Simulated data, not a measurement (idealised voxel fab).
Process module, titled voxel quadruple lines
Square cells of 5 nm make up the cross-section cut, whose width is 165 nm.
Cross-section = grid of square cells, listed top down in bands; band = one or more rows. Band entry format. Leading values: height of top, height of bottom, nm. Remainder: materials in left-to-right order, each with its width in nm. Special words: "edge to edge" on a single material, which then fills the band edge to edge; "blank", empty space. All heights in this document are referenced to 0, defined as the level beneath which the wafer, as received, consists entirely of one material. The lowest band is not bounded below; it extends indefinitely downward and is written in the form "0 and below". A width such as "30 to 40" changes by the same amount from each row of cells to the next, from the band's top row to its bottom row. Key: "no modifications" - step with no changed cell in the cross-section. Listed in "Closed void catalog": every empty space of 8 or more cells without an open way to the top. Form: width x height at distance, the distance being from the left edge, all in nm. Read whatever lies past the settings on a step's line as the simulator's own remark about the step. overlay nm, on a step with a mask: how far to the right of its planned place the mask lay; to the left if negative.
**Process steps (planned)**
1) RECEIVE,material Si
2) CONFORMAL_DEP,material SiO2,thk nm 10
3) DIRECTIONAL_DEP,material Ru,thk nm 10
4) DIRECTIONAL_DEP,material polySi,thk nm 20
5) DIRECTIONAL_DEP,material aC,thk nm 25
6) PATTERN,tone cover,mask id MANDREL,material resist,width nm 25,thk nm 35,overlay nm 0
7) DIRECTIONAL_ETCH,etch materials aC,depth nm 25
8) STRIP,etch materials resist
9) CONFORMAL_DEP,material SiO2,thk nm 15
10) DIRECTIONAL_ETCH,etch materials SiO2,depth nm 15
11) STRIP,etch materials aC
12) DIRECTIONAL_ETCH,etch materials polySi,depth nm 20
13) STRIP,etch materials SiO2
14) CONFORMAL_DEP,material SiN,thk nm 5
15) DIRECTIONAL_ETCH,etch materials SiN,depth nm 5
16) STRIP,etch materials polySi
17) DIRECTIONAL_ETCH,etch materials Ru,depth nm 10
18) STRIP,etch materials SiN
19) FILL_DEP,material lowk,thk nm 10
20) CMP,height nm 20
**First wafer, two in total, run as planned**
**As received (post step 1): cross-section**
- 0 and below: Si edge to edge
- Closed void catalog: none
**So this is the wafer cross-section right after step 2**
- 10 down to 0: SiO2 edge to edge
- Lower than 0, everything is as it was.
**So this is the wafer cross-section right after step 3**
- 20 down to 10: Ru edge to edge
- Lower than 10, everything is as it was.
**So this is the wafer cross-section right after step 4**
- 40 down to 20: polySi edge to edge
- Lower than 20, everything is as it was.
**So this is the wafer cross-section right after step 5**
- 65 down to 40: aC edge to edge
- Lower than 40, everything is as it was.
**So this is the wafer cross-section right after step 6**
- 100 down to 65: 70 blank, then 25 resist, then 70 blank
- Lower than 65, everything is as it was.
**So this is the wafer cross-section right after step 7**
- 75 down to 65: 70 blank, then 25 resist, then 70 blank
- 65 down to 40: 70 blank, then 25 aC, then 70 blank
- Lower than 40, everything is as it was.
**So this is the wafer cross-section right after step 8**
- 65 down to 40: 70 blank, then 25 aC, then 70 blank
- Lower than 40, everything is as it was.
**So this is the wafer cross-section right after step 9**
- 80 down to 65: 55 blank, then 55 SiO2, then 55 blank
- 65 down to 55: 55 blank, then 15 SiO2, then 25 aC, then 15 SiO2, then 55 blank
- 55 down to 40: 70 SiO2, then 25 aC, then 70 SiO2
- Lower than 40, everything is as it was.
**So this is the wafer cross-section right after step 10**
- 65 down to 40: 55 blank, then 15 SiO2, then 25 aC, then 15 SiO2, then 55 blank
- Lower than 40, everything is as it was.
**So this is the wafer cross-section right after step 11**
- 65 down to 40: 55 blank, then 15 SiO2, then 25 blank, then 15 SiO2, then 55 blank
- Lower than 40, everything is as it was.
**So this is the wafer cross-section right after step 12**
- 65 down to 40: 55 blank, then 15 SiO2, then 25 blank, then 15 SiO2, then 55 blank
- 40 down to 20: 55 blank, then 15 polySi, then 25 blank, then 15 polySi, then 55 blank
- Lower than 20, everything is as it was.
**So this is the wafer cross-section right after step 13**
- 40 down to 20: 55 blank, then 15 polySi, then 25 blank, then 15 polySi, then 55 blank
- Lower than 20, everything is as it was.
**So this is the wafer cross-section right after step 14**
- 45 down to 40: 50 blank, then 25 SiN, then 15 blank, then 25 SiN, then 50 blank
- 40 down to 25: 50 blank, then 5 SiN, then 15 polySi, then 5 SiN, then 15 blank, then 5 SiN, then 15 polySi, then 5 SiN, then 50 blank
- 25 down to 20: 55 SiN, then 15 polySi, then 25 SiN, then 15 polySi, then 55 SiN
- Lower than 20, everything is as it was.
**So this is the wafer cross-section right after step 15**
- 40 down to 20: 50 blank, then 5 SiN, then 15 polySi, then 5 SiN, then 15 blank, then 5 SiN, then 15 polySi, then 5 SiN, then 50 blank
- Lower than 20, everything is as it was.
**So this is the wafer cross-section right after step 16**
- 40 down to 20: 50 blank, then 5 SiN, then 15 blank, then 5 SiN, then 15 blank, then 5 SiN, then 15 blank, then 5 SiN, then 50 blank
- Lower than 20, everything is as it was.
**So this is the wafer cross-section right after step 17**
- 40 down to 20: 50 blank, then 5 SiN, then 15 blank, then 5 SiN, then 15 blank, then 5 SiN, then 15 blank, then 5 SiN, then 50 blank
- 20 down to 10: 50 blank, then 5 Ru, then 15 blank, then 5 Ru, then 15 blank, then 5 Ru, then 15 blank, then 5 Ru, then 50 blank
- Lower than 10, everything is as it was.
**So this is the wafer cross-section right after step 18**
- 20 down to 10: 50 blank, then 5 Ru, then 15 blank, then 5 Ru, then 15 blank, then 5 Ru, then 15 blank, then 5 Ru, then 50 blank
- Lower than 10, everything is as it was.
**So this is the wafer cross-section right after step 19**
- 30 down to 20: lowk edge to edge
- 20 down to 10: 50 lowk, then 5 Ru, then 15 lowk, then 5 Ru, then 15 lowk, then 5 Ru, then 15 lowk, then 5 Ru, then 50 lowk
- Lower than 10, everything is as it was.
**So this is the wafer cross-section right after step 20**
- 20 down to 10: 50 lowk, then 5 Ru, then 15 lowk, then 5 Ru, then 15 lowk, then 5 Ru, then 15 lowk, then 5 Ru, then 50 lowk
- Lower than 10, everything is as it was.
**Notes, second wafer: start = first wafer's, plan = first wafer's, execution had one mistake; history identical to first through step 5**
**X-section, second wafer, when step 6 was due to finish**
- 100 down to 65: 75 blank, then 20 resist, then 70 blank
- Lower than 65, everything is as it was.
**X-section, second wafer, when step 7 was due to finish**
- 75 down to 65: 75 blank, then 20 resist, then 70 blank
- 65 down to 40: 75 blank, then 20 aC, then 70 blank
- Lower than 40, everything is as it was.
**X-section, second wafer, when step 8 was due to finish**
- 65 down to 40: 75 blank, then 20 aC, then 70 blank
- Lower than 40, everything is as it was.
**X-section, second wafer, when step 9 was due to finish**
- 80 down to 65: 60 blank, then 50 SiO2, then 55 blank
- 65 down to 55: 60 blank, then 15 SiO2, then 20 aC, then 15 SiO2, then 55 blank
- 55 down to 40: 75 SiO2, then 20 aC, then 70 SiO2
- Lower than 40, everything is as it was.
**X-section, second wafer, when step 10 was due to finish**
- 65 down to 40: 60 blank, then 15 SiO2, then 20 aC, then 15 SiO2, then 55 blank
- Lower than 40, everything is as it was.
**X-section, second wafer, when step 11 was due to finish**
- 65 down to 40: 60 blank, then 15 SiO2, then 20 blank, then 15 SiO2, then 55 blank
- Lower than 40, everything is as it was.
**X-section, second wafer, when step 12 was due to finish**
- 65 down to 40: 60 blank, then 15 SiO2, then 20 blank, then 15 SiO2, then 55 blank
- 40 down to 20: 60 blank, then 15 polySi, then 20 blank, then 15 polySi, then 55 blank
- Lower than 20, everything is as it was.
**X-section, second wafer, when step 13 was due to finish**
- 40 down to 20: 60 blank, then 15 polySi, then 20 blank, then 15 polySi, then 55 blank
- Lower than 20, everything is as it was.
**X-section, second wafer, when step 14 was due to finish**
- 45 down to 40: 55 blank, then 25 SiN, then 10 blank, then 25 SiN, then 50 blank
- 40 down to 25: 55 blank, then 5 SiN, then 15 polySi, then 5 SiN, then 10 blank, then 5 SiN, then 15 polySi, then 5 SiN, then 50 blank
- 25 down to 20: 60 SiN, then 15 polySi, then 20 SiN, then 15 polySi, then 55 SiN
- Lower than 20, everything is as it was.
**X-section, second wafer, when step 15 was due to finish**
- 40 down to 20: 55 blank, then 5 SiN, then 15 polySi, then 5 SiN, then 10 blank, then 5 SiN, then 15 polySi, then 5 SiN, then 50 blank
- Lower than 20, everything is as it was.
**X-section, second wafer, when step 16 was due to finish**
- 40 down to 20: 55 blank, then 5 SiN, then 15 blank, then 5 SiN, then 10 blank, then 5 SiN, then 15 blank, then 5 SiN, then 50 blank
- Lower than 20, everything is as it was.
**X-section, second wafer, when step 17 was due to finish**
- 40 down to 20: 55 blank, then 5 SiN, then 15 blank, then 5 SiN, then 10 blank, then 5 SiN, then 15 blank, then 5 SiN, then 50 blank
- 20 down to 10: 55 blank, then 5 Ru, then 15 blank, then 5 Ru, then 10 blank, then 5 Ru, then 15 blank, then 5 Ru, then 50 blank
- Lower than 10, everything is as it was.
**X-section, second wafer, when step 18 was due to finish**
- 20 down to 10: 55 blank, then 5 Ru, then 15 blank, then 5 Ru, then 10 blank, then 5 Ru, then 15 blank, then 5 Ru, then 50 blank
- Lower than 10, everything is as it was.
**X-section, second wafer, when step 19 was due to finish**
- 30 down to 20: lowk edge to edge
- 20 down to 10: 55 lowk, then 5 Ru, then 15 lowk, then 5 Ru, then 10 lowk, then 5 Ru, then 15 lowk, then 5 Ru, then 50 lowk
- Lower than 10, everything is as it was.
**X-section, second wafer, when step 20 was due to finish**
- 20 down to 10: 55 lowk, then 5 Ru, then 15 lowk, then 5 Ru, then 10 lowk, then 5 Ru, then 15 lowk, then 5 Ru, then 50 lowk
- Lower than 10, everything is as it was.
What broke from the plan during processing? not per plan at step 6, really ran PATTERN,tone cover,mask id MANDREL,material resist,width nm 20,thk nm 35,overlay nm 0
End check, second vs first wafer: material counts in cells match, positions do not.
